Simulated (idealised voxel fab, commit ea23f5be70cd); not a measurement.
Documented hereafter: the process module known as voxel quadruple lines.
It is cross-section cut that appears here, measuring 280 nm in width, its square cells being 5 nm in size.
For the purposes of this document, a cross-section shall be understood as a grid of square cells, specified as bands listed in top-to-bottom order, each band consisting of one or more rows of cells.
The entry gives the band's vertical extent as a top height and a bottom height in nm, then its horizontal make-up as materials from left to right, each with a width in nm. "blank" stands for empty space; a single material marked "full width" fills the band edge to edge.
For the purposes of this specification, 0 denotes the height below which the wafer in its as-received condition is composed wholly of one material, and the lowermost band, lacking a lower limit, extends downward without end, as expressed in "0 nm and below".
Top row gets the first number, bottom row gets the second, and each row in between changes by the same step: that is how a band width like "30->40" works.
You'll sometimes find "remained the same" written for a step, and that's the way of saying that nowhere in the cross-section did a cell change during that step.
For the entry "Trapped void list", the listed items are empty spaces with no open way to the top whose size is 8 cells or more; each item follows the pattern width x height at distance, where distance is from the left edge and all three are in nm.
What comes after the settings on a step's line is commentary from the simulator itself on that step.
A step line may carry the setting "overlay nm", which, for steps involving a mask, states the distance by which the mask lay to the right of its intended position; negative values denote displacement to the left.

**The planned process steps are enumerated hereunder**
| 1 | RECEIVE (material Si) |
| 2 | CONFORMAL_DEP (material Al2O3; thk nm 5) |
| 3 | DIRECTIONAL_DEP (material Ru; thk nm 10) |
| 4 | DIRECTIONAL_DEP (material polySi; thk nm 20) |
| 5 | DIRECTIONAL_DEP (material aC; thk nm 20) |
| 6 | PATTERN (tone cover; mask id MANDREL; material resist; width nm 20; thk nm 25; overlay nm 0) |
| 7 | DIRECTIONAL_ETCH (etch materials aC; depth nm 20) |
| 8 | STRIP (etch materials resist) |
| 9 | CONFORMAL_DEP (material SiO2; thk nm 10) |
| 10 | DIRECTIONAL_ETCH (etch materials SiO2; depth nm 10) |
| 11 | STRIP (etch materials aC) |
| 12 | DIRECTIONAL_ETCH (etch materials polySi; depth nm 20) |
| 13 | STRIP (etch materials SiO2) |
| 14 | CONFORMAL_DEP (material SiCN; thk nm 5) |
| 15 | DIRECTIONAL_ETCH (etch materials SiCN; depth nm 5) |
| 16 | STRIP (etch materials polySi) |
| 17 | DIRECTIONAL_ETCH (etch materials Ru; depth nm 10) |
| 18 | STRIP (etch materials SiCN) |
| 19 | FILL_DEP (material lowk; thk nm 10) |
| 20 | CMP (height nm 15) |

**Shown in cross-section is the wafer as received, that is, as it stands after step 1**
    0 nm and below  Si full width
    Trapped void list: none

**Module complete, cross-section. Starting point and plan per above. One mistake made in running the module**
    15 nm to 5 nm  lowk 105 | Ru 5 | lowk 10 | Ru 5 | lowk 10 | Ru 5 | lowk 10 | Ru 5 | lowk 125
    5 nm to 0 nm  Al2O3 full width
    0 nm and below  Si full width
    Trapped void list: none
Want to know what went wrong? for step 6, the planned setting was not used; the step was instead run as PATTERN (tone cover; mask id MANDREL; material resist; width nm 20; thk nm 25; overlay nm -10)
